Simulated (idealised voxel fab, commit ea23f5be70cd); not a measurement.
This section sets out a process module, namely voxel plated lines.
Cross-sectional view cut (width: 225 nm; square cell size: 5 nm).
Cross-section = grid of square cells, listed top down in bands; band = one or more rows.
Basically the band line says how high the top is and how high the bottom is, in nm, and then what's in it from left to right, every material with its width in nm. Empty space shows up as "blank", and if a single material carries "edge to edge" it runs the full band edge to edge.
Heights are expressed relative to 0, this being the level below which the as-received wafer comprises one material exclusively. The lowest band is unbounded in the downward direction and is denoted as in "top 0, no bottom".
Think of "30 to 40" as a width that walks from the first number to the second as you go down the band, top row to bottom row, taking equal-sized steps from row to row.
"no modifications" -> step changed no cross-section cell.
Empty spaces without an open route to the top, at least 8 cells in extent, make up the entry "Closed voids list"; each is given as width x height at distance, where the distance is measured from the left edge, and all are in nm.
Anything after a step's settings on that line? It's the simulator's own note about the step.
overlay nm: on a step with a mask, how far right of its planned place the mask lay; negative means left.
Intended process steps:
| 1 | RECEIVE (material Si) |
| 2 | CONFORMAL_DEP (material SiO2; thk nm 10) |
| 3 | DIRECTIONAL_DEP (material TiN; thk nm 5) |
| 4 | PATTERN (tone open; mask id LINES; material resist; width nm 15; pitch nm 35; thk nm 20; overlay nm 0) |
| 5 | EPI (material Ru; thk nm 5) |
| 6 | STRIP (etch materials resist) |
| 7 | DIRECTIONAL_ETCH (etch materials TiN; depth nm 5) |
| 8 | CONFORMAL_DEP (material SiO2; thk nm 10) |
Received-state cross-section, reflecting completion of step 1:
    top 0, no bottom  Si edge to edge
    Closed voids list: none
Post-module cross-section: identical start and plan to those above, one misstep in execution:
    top 30, bottom 20  50 blank / 140 SiO2 / 35 blank
    top 20, bottom 15  60 SiO2 / 15 Ru / 20 SiO2 / 15 Ru / 20 SiO2 / 15 Ru / 20 SiO2 / 15 Ru / 45 SiO2
    top 15, bottom 10  60 SiO2 / 15 TiN / 20 SiO2 / 15 TiN / 20 SiO2 / 15 TiN / 20 SiO2 / 15 TiN / 45 SiO2
    top 10, bottom 0  SiO2 edge to edge
    top 0, no bottom  Si edge to edge
    Closed voids list: none
Which mistake was made when the wafer was run? step 4 was not run as planned; what actually ran was PATTERN (tone open; mask id LINES; material resist; width nm 15; pitch nm 35; thk nm 20; overlay nm 10)
